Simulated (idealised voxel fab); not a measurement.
The name of this process module is voxel released beams.
Each square cell in cross-section cut measures 5 nm, and the section as a whole is 185 nm wide.
If you're reading a cross-section in this doc, picture square cells in a grid; it comes to you as bands, top ones listed first down to the bottom, and a band can be one or more rows of cells. A band entry consists of two parts. The first gives the height of the band's top and the height of its bottom, in nm. The rest lists the band's materials from left to right, each with its width in nm. A single material labelled with the word "all across" fills the band from edge to edge, and the word "air" marks empty space. Heights are measured from 0, the level below which the as-received wafer is all one material; the lowest band has no bottom and continues downward, written as in "top 0, no bottom". Quick explanation for "30 to 40": the width changes in equal steps down the rows of cells, from the first number in the band's top row to the second number in its bottom row. "no alterations made" -> step changed no cross-section cell. The entry titled "Voids, enclosed" provides the empty spaces that have no open way to the top, restricted to those of 8 cells or more. Each is presented as width x height at distance, the distance being measured from the left edge, with all three in nm. Anything after a step's settings on that line? It's the simulator's own note about the step. overlay nm: mask right of planned place by this much (step with mask). Neg. = left.

-- These are the steps we planned for the process
1. RECEIVE [material Si]
2. CONFORMAL_DEP [material Al2O3] [thk nm 10]
3. DIRECTIONAL_DEP [material SiO2] [thk nm 15]
4. DIRECTIONAL_DEP [material aC] [thk nm 15]
5. PATTERN [tone open] [mask id ANCHOR] [material resist] [width nm 40] [thk nm 35] [overlay nm 0]
6. DIRECTIONAL_ETCH [etch materials aC] [depth nm 15]
7. STRIP [etch materials resist]
8. DIRECTIONAL_ETCH [etch materials SiO2] [depth nm 15]
9. STRIP [etch materials aC]
10. CONFORMAL_DEP [material W] [thk nm 15]
11. MASKED_ETCH [tone cover] [mask id BEAM] [width nm 105] [etch materials W] [depth nm 15] [overlay nm 0]
12. STRIP [etch materials SiO2]

-- This is the cross-section of the wafer as we received it, i.e. after step 1
  top 0, no bottom  Si all across
  Voids, enclosed: none

-- One mistake in running the module, otherwise start and plan as above: cross-section at the end
  top 0, no bottom  Si all across
  Voids, enclosed: none
Processing error: step 2 was run on a setting that differed from the plan, and what really ran there is CONFORMAL_DEP [material SiO2] [thk nm 10]
